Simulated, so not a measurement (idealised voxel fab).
The document below concerns the process module designated voxel capacitor over wiring.
We display cut, a cross-section 270 nm in width whose square cells are each 5 nm.
Cross-section layout: square cells on a grid; listed as bands, top to bottom; a band spans one or more cell rows. The band entry comprises the height of the band's top followed by the height of its bottom, expressed in nm, and subsequently the band's materials from left to right, each stated together with its width in nm. Where a single material is marked with the word "all across", that material fills the band from edge to edge. The word "empty" represents empty space. The level at which height equals 0 is the one under which the wafer, as it arrives, is entirely one material. No lower edge exists for the bottom band, which continues downward and is notated as in "z 0 and below". Top row gets the first number, bottom row gets the second, and each row in between changes by the same step: that is how a band width like "30 to 40" works. "left unchanged" for a step: no cell of the cross-section changed in that step. The label "closed voids" introduces a list of the empty spaces, 8 cells or larger, that have no open way up to the top; each entry in it reads width x height at distance, where the distance is taken from the left edge and all three are stated in nm. On a step's line, text after the settings is the simulator commenting on that step. Each step line may optionally specify "overlay nm", which for a step with a mask gives the rightward distance between the mask's planned place and where it lay, a negative value indicating the leftward direction.

plan
1: RECEIVE | material Si
2: CONFORMAL_DEP | material SiO2 | thk nm 15
3: CONFORMAL_DEP | material SiN | thk nm 5
4: DIRECTIONAL_DEP | material SiO2 | thk nm 20
5: PATTERN | tone open | mask id METAL_1 | material resist | width nm 30 | pitch nm 90 | thk nm 20 | overlay nm 0
6: DIRECTIONAL_ETCH | etch materials SiO2 | depth nm 20
7: DIRECTIONAL_ETCH | etch materials SiN | depth nm 5
8: STRIP | etch materials resist
9: CONFORMAL_DEP | material TiN | thk nm 5
10: FILL_DEP | material Ru | thk nm 10
11: CMP | height nm 40
12: EPI | material Ru | thk nm 5
13: FILL_DEP | material SiCN | thk nm 5
14: DIRECTIONAL_DEP | material lowk | thk nm 15
15: DIRECTIONAL_DEP | material aC | thk nm 10
16: PATTERN | tone open | mask id PLUG_1 | material resist | width nm 15 | thk nm 25 | overlay nm 0
17: DIRECTIONAL_ETCH | etch materials aC | depth nm 10
18: STRIP | etch materials resist
19: DIRECTIONAL_ETCH | etch materials lowk | depth nm 15
20: DIRECTIONAL_ETCH | etch materials SiCN | depth nm 5
21: STRIP | etch materials aC
22: CONFORMAL_DEP | material TiN | thk nm 5
23: FILL_DEP | material Cu | thk nm 5
24: CMP | height nm 65
25: DIRECTIONAL_DEP | material TiN | thk nm 5
26: DIRECTIONAL_DEP | material Al2O3 | thk nm 5
27: DIRECTIONAL_DEP | material TiN | thk nm 10
28: DIRECTIONAL_DEP | material aC | thk nm 15
29: PATTERN | tone cover | mask id UPPER_PLATE | material resist | width nm 65 | thk nm 35 | overlay nm 0
30: DIRECTIONAL_ETCH | etch materials aC | depth nm 15
31: STRIP | etch materials resist
32: DIRECTIONAL_ETCH | etch materials TiN | depth nm 10
33: DIRECTIONAL_ETCH | etch materials Al2O3 | depth nm 5
34: STRIP | etch materials aC
35: PATTERN | tone cover | mask id LOWER_PLATE | material resist | width nm 75 | thk nm 20 | overlay nm 0
36: DIRECTIONAL_ETCH | etch materials TiN | depth nm 5
37: STRIP | etch materials resist
38: FILL_DEP | material SiO2 | thk nm 15
39: CMP | height nm 95
40: MASKED_ETCH | tone open | mask id PLUG_2 | width nm 15 | etch materials SiO2 | depth nm 10 | overlay nm 0
41: CONFORMAL_DEP | material TiN | thk nm 5
42: FILL_DEP | material Cu | thk nm 10
43: CMP | height nm 95
44: CONFORMAL_DEP | material SiCN | thk nm 5

Account of the first of two wafers, which was processed as intended

Step 1 complete: cross-section of the wafer as received
* z 0 and below = Si all across
* closed voids: none

Presented here is a cross-section of the wafer after step 2 has been performed
* z 15 to 0 = SiO2 all across
* Everything under 0 stays put, no change at all.

Presented here is a cross-section of the wafer after step 3 has been performed
* z 20 to 15 = SiN all across
* Everything under 15 stays put, no change at all.

Presented here is a cross-section of the wafer after step 4 has been performed
* z 40 to 20 = SiO2 all across
* Everything under 20 stays put, no change at all.

Presented here is a cross-section of the wafer after step 5 has been performed
* z 60 to 40 = resist 75 nm  empty 30 nm  resist 60 nm  empty 30 nm  resist 75 nm
* Everything under 40 stays put, no change at all.

Presented here is a cross-section of the wafer after step 6 has been performed
* z 60 to 40 = resist 75 nm  empty 30 nm  resist 60 nm  empty 30 nm  resist 75 nm
* z 40 to 20 = SiO2 75 nm  empty 30 nm  SiO2 60 nm  empty 30 nm  SiO2 75 nm
* Everything under 20 stays put, no change at all.

Presented here is a cross-section of the wafer after step 7 has been performed
* z 60 to 40 = resist 75 nm  empty 30 nm  resist 60 nm  empty 30 nm  resist 75 nm
* z 40 to 20 = SiO2 75 nm  empty 30 nm  SiO2 60 nm  empty 30 nm  SiO2 75 nm
* z 20 to 15 = SiN 75 nm  empty 30 nm  SiN 60 nm  empty 30 nm  SiN 75 nm
* Everything under 15 stays put, no change at all.

Presented here is a cross-section of the wafer after step 8 has been performed
* z 40 to 20 = SiO2 75 nm  empty 30 nm  SiO2 60 nm  empty 30 nm  SiO2 75 nm
* Everything under 20 stays put, no change at all.

Presented here is a cross-section of the wafer after step 9 has been performed
* z 45 to 40 = TiN 80 nm  empty 20 nm  TiN 70 nm  empty 20 nm  TiN 80 nm
* z 40 to 20 = SiO2 75 nm  TiN 5 nm  empty 20 nm  TiN 5 nm  SiO2 60 nm  TiN 5 nm  empty 20 nm  TiN 5 nm  SiO2 75 nm
* z 20 to 15 = SiN 75 nm  TiN 30 nm  SiN 60 nm  TiN 30 nm  SiN 75 nm
* Everything under 15 stays put, no change at all.

Presented here is a cross-section of the wafer after step 10 has been performed
* z 55 to 45 = Ru all across
* z 45 to 40 = TiN 80 nm  Ru 20 nm  TiN 70 nm  Ru 20 nm  TiN 80 nm
* z 40 to 20 = SiO2 75 nm  TiN 5 nm  Ru 20 nm  TiN 5 nm  SiO2 60 nm  TiN 5 nm  Ru 20 nm  TiN 5 nm  SiO2 75 nm
* Everything under 20 stays put, no change at all.

Presented here is a cross-section of the wafer after step 11 has been performed
* z 40 to 20 = SiO2 75 nm  TiN 5 nm  Ru 20 nm  TiN 5 nm  SiO2 60 nm  TiN 5 nm  Ru 20 nm  TiN 5 nm  SiO2 75 nm
* Everything under 20 stays put, no change at all.

Presented here is a cross-section of the wafer after step 12 has been performed
* z 45 to 40 = empty 70 nm  Ru 40 nm  empty 50 nm  Ru 40 nm  empty 70 nm
* Everything under 40 stays put, no change at all.

Presented here is a cross-section of the wafer after step 13 has been performed
* z 50 to 45 = SiCN all across
* z 45 to 40 = SiCN 70 nm  Ru 40 nm  SiCN 50 nm  Ru 40 nm  SiCN 70 nm
* Everything under 40 stays put, no change at all.

Presented here is a cross-section of the wafer after step 14 has been performed
* z 65 to 50 = lowk all across
* Everything under 50 stays put, no change at all.

Presented here is a cross-section of the wafer after step 15 has been performed
* z 75 to 65 = aC all across
* Everything under 65 stays put, no change at all.

Presented here is a cross-section of the wafer after step 16 has been performed
* z 100 to 75 = resist 90 nm  empty 15 nm  resist 165 nm
* Everything under 75 stays put, no change at all.

Presented here is a cross-section of the wafer after step 17 has been performed
* z 90 to 75 = resist 90 nm  empty 15 nm  resist 165 nm
* z 75 to 65 = aC 90 nm  empty 15 nm  aC 165 nm
* Everything under 65 stays put, no change at all.

Presented here is a cross-section of the wafer after step 18 has been performed
* z 75 to 65 = aC 90 nm  empty 15 nm  aC 165 nm
* Everything under 65 stays put, no change at all.

Presented here is a cross-section of the wafer after step 19 has been performed
* z 75 to 65 = aC 90 nm  empty 15 nm  aC 165 nm
* z 65 to 50 = lowk 90 nm  empty 15 nm  lowk 165 nm
* Everything under 50 stays put, no change at all.

Presented here is a cross-section of the wafer after step 20 has been performed
* z 75 to 65 = aC 90 nm  empty 15 nm  aC 165 nm
* z 65 to 50 = lowk 90 nm  empty 15 nm  lowk 165 nm
* z 50 to 45 = SiCN 90 nm  empty 15 nm  SiCN 165 nm
* Everything under 45 stays put, no change at all.

Presented here is a cross-section of the wafer after step 21 has been performed
* z 65 to 50 = lowk 90 nm  empty 15 nm  lowk 165 nm
* Everything under 50 stays put, no change at all.

Presented here is a cross-section of the wafer after step 22 has been performed
* z 70 to 65 = TiN 95 nm  empty 5 nm  TiN 170 nm
* z 65 to 50 = lowk 90 nm  TiN 5 nm  empty 5 nm  TiN 5 nm  lowk 165 nm
* z 50 to 45 = SiCN 90 nm  TiN 15 nm  SiCN 165 nm
* Everything under 45 stays put, no change at all.

Presented here is a cross-section of the wafer after step 23 has been performed
* z 75 to 70 = Cu all across
* z 70 to 65 = TiN 95 nm  Cu 5 nm  TiN 170 nm
* z 65 to 50 = lowk 90 nm  TiN 5 nm  Cu 5 nm  TiN 5 nm  lowk 165 nm
* Everything under 50 stays put, no change at all.

Presented here is a cross-section of the wafer after step 24 has been performed
* z 65 to 50 = lowk 90 nm  TiN 5 nm  Cu 5 nm  TiN 5 nm  lowk 165 nm
* Everything under 50 stays put, no change at all.

Presented here is a cross-section of the wafer after step 25 has been performed
* z 70 to 65 = TiN all across
* Everything under 65 stays put, no change at all.

Presented here is a cross-section of the wafer after step 26 has been performed
* z 75 to 70 = Al2O3 all across
* Everything under 70 stays put, no change at all.

Presented here is a cross-section of the wafer after step 27 has been performed
* z 85 to 75 = TiN all across
* Everything under 75 stays put, no change at all.

Presented here is a cross-section of the wafer after step 28 has been performed
* z 100 to 85 = aC all across
* Everything under 85 stays put, no change at all.

Presented here is a cross-section of the wafer after step 29 has been performed
* z 135 to 100 = empty 90 nm  resist 65 nm  empty 115 nm
* Everything under 100 stays put, no change at all.

Presented here is a cross-section of the wafer after step 30 has been performed
* z 120 to 100 = empty 90 nm  resist 65 nm  empty 115 nm
* z 100 to 85 = empty 90 nm  aC 65 nm  empty 115 nm
* Everything under 85 stays put, no change at all.

Presented here is a cross-section of the wafer after step 31 has been performed
* z 100 to 85 = empty 90 nm  aC 65 nm  empty 115 nm
* Everything under 85 stays put, no change at all.

Presented here is a cross-section of the wafer after step 32 has been performed
* z 100 to 85 = empty 90 nm  aC 65 nm  empty 115 nm
* z 85 to 75 = empty 90 nm  TiN 65 nm  empty 115 nm
* Everything under 75 stays put, no change at all.

Presented here is a cross-section of the wafer after step 33 has been performed
* z 100 to 85 = empty 90 nm  aC 65 nm  empty 115 nm
* z 85 to 75 = empty 90 nm  TiN 65 nm  empty 115 nm
* z 75 to 70 = empty 90 nm  Al2O3 65 nm  empty 115 nm
* Everything under 70 stays put, no change at all.

Presented here is a cross-section of the wafer after step 34 has been performed
* z 85 to 75 = empty 90 nm  TiN 65 nm  empty 115 nm
* Everything under 75 stays put, no change at all.

Presented here is a cross-section of the wafer after step 35 has been performed
* z 105 to 85 = empty 85 nm  resist 75 nm  empty 110 nm
* z 85 to 75 = empty 85 nm  resist 5 nm  TiN 65 nm  resist 5 nm  empty 110 nm
* z 75 to 70 = empty 85 nm  resist 5 nm  Al2O3 65 nm  resist 5 nm  empty 110 nm
* Everything under 70 stays put, no change at all.

Presented here is a cross-section of the wafer after step 36 has been performed
* z 105 to 85 = empty 85 nm  resist 75 nm  empty 110 nm
* z 85 to 75 = empty 85 nm  resist 5 nm  TiN 65 nm  resist 5 nm  empty 110 nm
* z 75 to 70 = empty 85 nm  resist 5 nm  Al2O3 65 nm  resist 5 nm  empty 110 nm
* z 70 to 65 = empty 85 nm  TiN 75 nm  empty 110 nm
* Everything under 65 stays put, no change at all.

Presented here is a cross-section of the wafer after step 37 has been performed
* z 85 to 75 = empty 90 nm  TiN 65 nm  empty 115 nm
* z 75 to 70 = empty 90 nm  Al2O3 65 nm  empty 115 nm
* Everything under 70 stays put, no change at all.

Presented here is a cross-section of the wafer after step 38 has been performed
* z 100 to 85 = SiO2 all across
* z 85 to 75 = SiO2 90 nm  TiN 65 nm  SiO2 115 nm
* z 75 to 70 = SiO2 90 nm  Al2O3 65 nm  SiO2 115 nm
* z 70 to 65 = SiO2 85 nm  TiN 75 nm  SiO2 110 nm
* Everything under 65 stays put, no change at all.

Presented here is a cross-section of the wafer after step 39 has been performed
* z 95 to 85 = SiO2 all across
* Everything under 85 stays put, no change at all.

Presented here is a cross-section of the wafer after step 40 has been performed
* z 95 to 85 = SiO2 100 nm  empty 15 nm  SiO2 155 nm
* Everything under 85 stays put, no change at all.

Presented here is a cross-section of the wafer after step 41 has been performed
* z 100 to 95 = TiN 105 nm  empty 5 nm  TiN 160 nm
* z 95 to 90 = SiO2 100 nm  TiN 5 nm  empty 5 nm  TiN 5 nm  SiO2 155 nm
* z 90 to 85 = SiO2 100 nm  TiN 15 nm  SiO2 155 nm
* Everything under 85 stays put, no change at all.

Presented here is a cross-section of the wafer after step 42 has been performed
* z 110 to 100 = Cu all across
* z 100 to 95 = TiN 105 nm  Cu 5 nm  TiN 160 nm
* z 95 to 90 = SiO2 100 nm  TiN 5 nm  Cu 5 nm  TiN 5 nm  SiO2 155 nm
* Everything under 90 stays put, no change at all.

Presented here is a cross-section of the wafer after step 43 has been performed
* z 95 to 90 = SiO2 100 nm  TiN 5 nm  Cu 5 nm  TiN 5 nm  SiO2 155 nm
* Everything under 90 stays put, no change at all.

Presented here is a cross-section of the wafer after step 44 has been performed
* z 100 to 95 = SiCN all across
* Everything under 95 stays put, no change at all.

Wafer two. Same start, same plan, one slip in execution. Same as wafer one through step 1, inclusive

The second wafer in cross-section, at the planned close of step 2
* z 30 to 0 = SiO2 all across
* Everything under 0 stays put, no change at all.

The second wafer in cross-section, at the planned close of step 3
* z 35 to 30 = SiN all across
* Everything under 30 stays put, no change at all.

The second wafer in cross-section, at the planned close of step 4
* z 55 to 35 = SiO2 all across
* Everything under 35 stays put, no change at all.

The second wafer in cross-section, at the planned close of step 5
* z 75 to 55 = resist 75 nm  empty 30 nm  resist 60 nm  empty 30 nm  resist 75 nm
* Everything under 55 stays put, no change at all.

The second wafer in cross-section, at the planned close of step 6
* z 75 to 55 = resist 75 nm  empty 30 nm  resist 60 nm  empty 30 nm  resist 75 nm
* z 55 to 35 = SiO2 75 nm  empty 30 nm  SiO2 60 nm  empty 30 nm  SiO2 75 nm
* Everything under 35 stays put, no change at all.

The second wafer in cross-section, at the planned close of step 7
* z 75 to 55 = resist 75 nm  empty 30 nm  resist 60 nm  empty 30 nm  resist 75 nm
* z 55 to 35 = SiO2 75 nm  empty 30 nm  SiO2 60 nm  empty 30 nm  SiO2 75 nm
* z 35 to 30 = SiN 75 nm  empty 30 nm  SiN 60 nm  empty 30 nm  SiN 75 nm
* Everything under 30 stays put, no change at all.

The second wafer in cross-section, at the planned close of step 8
* z 55 to 35 = SiO2 75 nm  empty 30 nm  SiO2 60 nm  empty 30 nm  SiO2 75 nm
* Everything under 35 stays put, no change at all.

The second wafer in cross-section, at the planned close of step 9
* z 60 to 55 = TiN 80 nm  empty 20 nm  TiN 70 nm  empty 20 nm  TiN 80 nm
* z 55 to 35 = SiO2 75 nm  TiN 5 nm  empty 20 nm  TiN 5 nm  SiO2 60 nm  TiN 5 nm  empty 20 nm  TiN 5 nm  SiO2 75 nm
* z 35 to 30 = SiN 75 nm  TiN 30 nm  SiN 60 nm  TiN 30 nm  SiN 75 nm
* Everything under 30 stays put, no change at all.

The second wafer in cross-section, at the planned close of step 10
* z 70 to 60 = Ru all across
* z 60 to 55 = TiN 80 nm  Ru 20 nm  TiN 70 nm  Ru 20 nm  TiN 80 nm
* z 55 to 35 = SiO2 75 nm  TiN 5 nm  Ru 20 nm  TiN 5 nm  SiO2 60 nm  TiN 5 nm  Ru 20 nm  TiN 5 nm  SiO2 75 nm
* Everything under 35 stays put, no change at all.

The second wafer in cross-section, at the planned close of step 11
* z 40 to 35 = SiO2 75 nm  TiN 5 nm  Ru 20 nm  TiN 5 nm  SiO2 60 nm  TiN 5 nm  Ru 20 nm  TiN 5 nm  SiO2 75 nm
* Everything under 35 stays put, no change at all.

The second wafer in cross-section, at the planned close of step 12
* z 45 to 40 = empty 70 nm  Ru 40 nm  empty 50 nm  Ru 40 nm  empty 70 nm
* Everything under 40 stays put, no change at all.

The second wafer in cross-section, at the planned close of step 13
* z 50 to 45 = SiCN all across
* z 45 to 40 = SiCN 70 nm  Ru 40 nm  SiCN 50 nm  Ru 40 nm  SiCN 70 nm
* Everything under 40 stays put, no change at all.

The second wafer in cross-section, at the planned close of step 14
* z 65 to 50 = lowk all across
* Everything under 50 stays put, no change at all.

The second wafer in cross-section, at the planned close of step 15
* z 75 to 65 = aC all across
* Everything under 65 stays put, no change at all.

The second wafer in cross-section, at the planned close of step 16
* z 100 to 75 = resist 90 nm  empty 15 nm  resist 165 nm
* Everything under 75 stays put, no change at all.

The second wafer in cross-section, at the planned close of step 17
* z 90 to 75 = resist 90 nm  empty 15 nm  resist 165 nm
* z 75 to 65 = aC 90 nm  empty 15 nm  aC 165 nm
* Everything under 65 stays put, no change at all.

The second wafer in cross-section, at the planned close of step 18
* z 75 to 65 = aC 90 nm  empty 15 nm  aC 165 nm
* Everything under 65 stays put, no change at all.

The second wafer in cross-section, at the planned close of step 19
* z 75 to 65 = aC 90 nm  empty 15 nm  aC 165 nm
* z 65 to 50 = lowk 90 nm  empty 15 nm  lowk 165 nm
* Everything under 50 stays put, no change at all.

The second wafer in cross-section, at the planned close of step 20
* z 75 to 65 = aC 90 nm  empty 15 nm  aC 165 nm
* z 65 to 50 = lowk 90 nm  empty 15 nm  lowk 165 nm
* z 50 to 45 = SiCN 90 nm  empty 15 nm  SiCN 165 nm
* Everything under 45 stays put, no change at all.

The second wafer in cross-section, at the planned close of step 21
* z 65 to 50 = lowk 90 nm  empty 15 nm  lowk 165 nm
* Everything under 50 stays put, no change at all.

The second wafer in cross-section, at the planned close of step 22
* z 70 to 65 = TiN 95 nm  empty 5 nm  TiN 170 nm
* z 65 to 50 = lowk 90 nm  TiN 5 nm  empty 5 nm  TiN 5 nm  lowk 165 nm
* z 50 to 45 = SiCN 90 nm  TiN 15 nm  SiCN 165 nm
* Everything under 45 stays put, no change at all.

The second wafer in cross-section, at the planned close of step 23
* z 75 to 70 = Cu all across
* z 70 to 65 = TiN 95 nm  Cu 5 nm  TiN 170 nm
* z 65 to 50 = lowk 90 nm  TiN 5 nm  Cu 5 nm  TiN 5 nm  lowk 165 nm
* Everything under 50 stays put, no change at all.

The second wafer in cross-section, at the planned close of step 24
* z 65 to 50 = lowk 90 nm  TiN 5 nm  Cu 5 nm  TiN 5 nm  lowk 165 nm
* Everything under 50 stays put, no change at all.

The second wafer in cross-section, at the planned close of step 25
* z 70 to 65 = TiN all across
* Everything under 65 stays put, no change at all.

The second wafer in cross-section, at the planned close of step 26
* z 75 to 70 = Al2O3 all across
* Everything under 70 stays put, no change at all.

The second wafer in cross-section, at the planned close of step 27
* z 85 to 75 = TiN all across
* Everything under 75 stays put, no change at all.

The second wafer in cross-section, at the planned close of step 28
* z 100 to 85 = aC all across
* Everything under 85 stays put, no change at all.

The second wafer in cross-section, at the planned close of step 29
* z 135 to 100 = empty 90 nm  resist 65 nm  empty 115 nm
* Everything under 100 stays put, no change at all.

The second wafer in cross-section, at the planned close of step 30
* z 120 to 100 = empty 90 nm  resist 65 nm  empty 115 nm
* z 100 to 85 = empty 90 nm  aC 65 nm  empty 115 nm
* Everything under 85 stays put, no change at all.

The second wafer in cross-section, at the planned close of step 31
* z 100 to 85 = empty 90 nm  aC 65 nm  empty 115 nm
* Everything under 85 stays put, no change at all.

The second wafer in cross-section, at the planned close of step 32
* z 100 to 85 = empty 90 nm  aC 65 nm  empty 115 nm
* z 85 to 75 = empty 90 nm  TiN 65 nm  empty 115 nm
* Everything under 75 stays put, no change at all.

The second wafer in cross-section, at the planned close of step 33
* z 100 to 85 = empty 90 nm  aC 65 nm  empty 115 nm
* z 85 to 75 = empty 90 nm  TiN 65 nm  empty 115 nm
* z 75 to 70 = empty 90 nm  Al2O3 65 nm  empty 115 nm
* Everything under 70 stays put, no change at all.

The second wafer in cross-section, at the planned close of step 34
* z 85 to 75 = empty 90 nm  TiN 65 nm  empty 115 nm
* Everything under 75 stays put, no change at all.

The second wafer in cross-section, at the planned close of step 35
* z 105 to 85 = empty 85 nm  resist 75 nm  empty 110 nm
* z 85 to 75 = empty 85 nm  resist 5 nm  TiN 65 nm  resist 5 nm  empty 110 nm
* z 75 to 70 = empty 85 nm  resist 5 nm  Al2O3 65 nm  resist 5 nm  empty 110 nm
* Everything under 70 stays put, no change at all.

The second wafer in cross-section, at the planned close of step 36
* z 105 to 85 = empty 85 nm  resist 75 nm  empty 110 nm
* z 85 to 75 = empty 85 nm  resist 5 nm  TiN 65 nm  resist 5 nm  empty 110 nm
* z 75 to 70 = empty 85 nm  resist 5 nm  Al2O3 65 nm  resist 5 nm  empty 110 nm
* z 70 to 65 = empty 85 nm  TiN 75 nm  empty 110 nm
* Everything under 65 stays put, no change at all.

The second wafer in cross-section, at the planned close of step 37
* z 85 to 75 = empty 90 nm  TiN 65 nm  empty 115 nm
* z 75 to 70 = empty 90 nm  Al2O3 65 nm  empty 115 nm
* Everything under 70 stays put, no change at all.

The second wafer in cross-section, at the planned close of step 38
* z 100 to 85 = SiO2 all across
* z 85 to 75 = SiO2 90 nm  TiN 65 nm  SiO2 115 nm
* z 75 to 70 = SiO2 90 nm  Al2O3 65 nm  SiO2 115 nm
* z 70 to 65 = SiO2 85 nm  TiN 75 nm  SiO2 110 nm
* Everything under 65 stays put, no change at all.

The second wafer in cross-section, at the planned close of step 39
* z 95 to 85 = SiO2 all across
* Everything under 85 stays put, no change at all.

The second wafer in cross-section, at the planned close of step 40
* z 95 to 85 = SiO2 100 nm  empty 15 nm  SiO2 155 nm
* Everything under 85 stays put, no change at all.

The second wafer in cross-section, at the planned close of step 41
* z 100 to 95 = TiN 105 nm  empty 5 nm  TiN 160 nm
* z 95 to 90 = SiO2 100 nm  TiN 5 nm  empty 5 nm  TiN 5 nm  SiO2 155 nm
* z 90 to 85 = SiO2 100 nm  TiN 15 nm  SiO2 155 nm
* Everything under 85 stays put, no change at all.

The second wafer in cross-section, at the planned close of step 42
* z 110 to 100 = Cu all across
* z 100 to 95 = TiN 105 nm  Cu 5 nm  TiN 160 nm
* z 95 to 90 = SiO2 100 nm  TiN 5 nm  Cu 5 nm  TiN 5 nm  SiO2 155 nm
* Everything under 90 stays put, no change at all.

The second wafer in cross-section, at the planned close of step 43
* z 95 to 90 = SiO2 100 nm  TiN 5 nm  Cu 5 nm  TiN 5 nm  SiO2 155 nm
* Everything under 90 stays put, no change at all.

The second wafer in cross-section, at the planned close of step 44
* z 100 to 95 = SiCN all across
* Everything under 95 stays put, no change at all.
Diagnosis: plan step 2 ran twice
Final cells, second wafer relative to first, materials higher or lower: -24 Ru, +36 SiO2, -12 TiN
